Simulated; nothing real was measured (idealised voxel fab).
process module | voxel lift off
cross-section cut | 175 nm wide | cells 5 nm
A cross-section is a grid of square cells, given in bands from the top down. A band is one or more rows of cells.
Each band's line starts with the height of the band's top and of its bottom, in nm. Then come its materials from left to right, each with its width in nm. One material with "throughout" fills the band from edge to edge. "air" is empty space.
Height 0 is the level under which the wafer as received is all one material. The lowest band goes on downwards, as in "0 down".
A width such as "30 to 40" changes by the same amount from each row of cells to the next, from the band's top row to its bottom row.
"no change" after a step means that no cell of the cross-section changed.
closed voids: empty space of 8 cells or more with no open way to the top, each as width x height at its distance from the left edge, in nm
after a step's settings: what the simulator itself notes on the step
overlay nm, on a step with a mask: how far to the right of its planned place the mask lay; to the left if negative
plan
1 op RECEIVE | material Si
2 op CONFORMAL_DEP | material SiO2 | thk nm 15
3 op PATTERN | tone open | mask id LINES | material resist | width nm 30 | pitch nm 45 | thk nm 30 | overlay nm 0
4 op DIRECTIONAL_DEP | material Ru | thk nm 15
5 op STRIP | etch materials resist
6 op CONFORMAL_DEP | material SiO2 | thk nm 5
as received, after step 1
  0 down: Si throughout
  closed voids: none
a wafer at the end: this start, this plan, one mistake
  20 to 0: SiO2 throughout
  0 down: Si throughout
  closed voids: none
what went wrong: step 4 was left out
